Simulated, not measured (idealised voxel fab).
The following process module bears the name voxel self aligned contacts.
The width of the displayed cross-section, cut, is 170 nm; its cells are square, with a size of 5 nm.
A cross-section is written here as square cells arranged in a grid, and it is given in bands from the top down, each band taking up one or more rows of cells.
Read a band's entry like this: the first values are the height of its top and the height of its bottom in nm, and what follows is the sequence of materials from left to right, each with its width in nm. Note that "air" is empty space, and that a single material marked "full width" reaches across the band from edge to edge.
We count height from 0. Below that, the starting wafer is all one material. The lowest band never ends at the bottom but goes on down; see "z 0 and below" for how that is written.
The width entry "30..40" should be interpreted row by row: the top row of cells in the band takes the first number, the bottom row takes the second number, and the change between adjacent rows is uniform throughout.
The designation "remained unchanged", where it is given for a processing step, indicates that no cell of the cross-section was altered in the course of that step.
In "Fully closed voids" the enclosed voids are listed, meaning empty spaces of 8 cells or larger without any opening to the top. The form is width x height at distance, distance from the left edge, units nm.
What comes after the settings on a step's line is commentary from the simulator itself on that step.
When a step includes a mask, the "overlay nm" setting on its line states how far to the right of its planned place that mask lay, and negative values state how far to the left.

Process steps (planned)
1,RECEIVE, material Si
2,CONFORMAL_DEP, material SiO2, thk nm 5
3,DIRECTIONAL_DEP, material polySi, thk nm 25
4,DIRECTIONAL_DEP, material SiN, thk nm 20
5,PATTERN, tone cover, mask id GATE, material resist, width nm 35, pitch nm 70, thk nm 15, overlay nm 0
6,DIRECTIONAL_ETCH, etch materials SiN, depth nm 20
7,DIRECTIONAL_ETCH, etch materials polySi, depth nm 25
8,STRIP, etch materials resist
9,CONFORMAL_DEP, material SiN, thk nm 10
10,DIRECTIONAL_ETCH, etch materials SiN, depth nm 10
11,FILL_DEP, material SiO2, thk nm 20
12,CMP, height nm 60
13,PATTERN, tone open, mask id CONTACT, material resist, width nm 55, thk nm 15, overlay nm 0
14,DIRECTIONAL_ETCH, etch materials SiO2, depth nm 60
15,STRIP, etch materials resist
16,CONFORMAL_DEP, material TiN, thk nm 5
17,FILL_DEP, material Ru, thk nm 10
18,CMP, height nm 60
19,CONFORMAL_DEP, material SiCN, thk nm 5

as received, after step 1
	z 0 and below  Si full width
	Fully closed voids: none

One mistake in running the module, otherwise start and plan as above: cross-section at the end
	z 65 to 60  SiCN full width
	z 60 to 55  SiO2 (20)  SiN (55)  TiN (5)  Ru (5)  TiN (5)  SiN (55)  SiO2 (25)
	z 55 to 35  SiO2 (20)  SiN (10)  polySi (35)  SiN (10)  TiN (5)  Ru (5)  TiN (5)  SiN (10)  polySi (35)  SiN (10)  SiO2 (25)
	z 35 to 30  SiO2 (20)  SiN (10)  polySi (35)  SiN (10)  TiN (15)  SiN (10)  polySi (35)  SiN (10)  SiO2 (25)
	z 30 to 5  polySi full width
	z 5 to 0  SiO2 full width
	z 0 and below  Si full width
	Fully closed voids: none
Short version of what went wrong: step 3 of the plan was executed twice over
